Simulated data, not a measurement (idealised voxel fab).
The name of this process module is voxel spacer lines.
Each square cell in cross-section cut measures 5 nm, and the section as a whole is 230 nm wide.
How to read a cross-section here: the picture is a grid of square cells, written as bands going from the top down, and any band can span one or more rows of cells. Band: top height; bottom height; in nm. Then, left to right: material with width in nm, for each material. "all across": a single material spanning edge to edge. "empty": empty space. Height 0 is the level under which the wafer as received is all one material. The lowest band goes on downwards, as in "0 and below". The width entry "30..40" should be interpreted row by row: the top row of cells in the band takes the first number, the bottom row takes the second number, and the change between adjacent rows is uniform throughout. Given "same as before" for a step, no cell of the cross-section differs between before and after that step. "Enclosed internal cavities" contains a list of empty spaces, each no smaller than 8 cells and without an open way to the top, written in the form width x height at distance with the distance from the left edge and all three in nm. Read whatever lies past the settings on a step's line as the simulator's own remark about the step. Steps that use a mask can have "overlay nm" on their line. It says how far the mask sat to the right of where it was meant to be. Negative means to the left.

# Here's what the planned process steps look like
1: RECEIVE: material Si
2: CONFORMAL_DEP: material Al2O3, thk nm 5
3: DIRECTIONAL_DEP: material SiN, thk nm 15
4: DIRECTIONAL_DEP: material aC, thk nm 25
5: PATTERN: tone cover, mask id MANDREL, material resist, width nm 25, pitch nm 80, thk nm 30, overlay nm 0
6: DIRECTIONAL_ETCH: etch materials aC, depth nm 25
7: STRIP: etch materials resist
8: CONFORMAL_DEP: material SiO2, thk nm 15
9: DIRECTIONAL_ETCH: etch materials SiO2, depth nm 15
10: STRIP: etch materials aC
11: DIRECTIONAL_ETCH: etch materials SiN, depth nm 15
12: STRIP: etch materials SiO2

# Shown in cross-section is the wafer as received, that is, as it stands after step 1
> 0 and below | Si all across
> Enclosed internal cavities: none

# Figure: cross-sectional view of the wafer upon completion of the module, processed from the initial state and according to the plan depicted above, with one error introduced during execution
> 45 down to 20 | empty (45); SiN (15); aC (25); SiN (15); empty (25); SiN (15); aC (25); SiN (15); empty (50)
> 20 down to 5 | SiN all across
> 5 down to 0 | Al2O3 all across
> 0 and below | Si all across
> Enclosed internal cavities: none
Error vs. plan: step 8 off recipe, ran as CONFORMAL_DEP: material SiN, thk nm 15
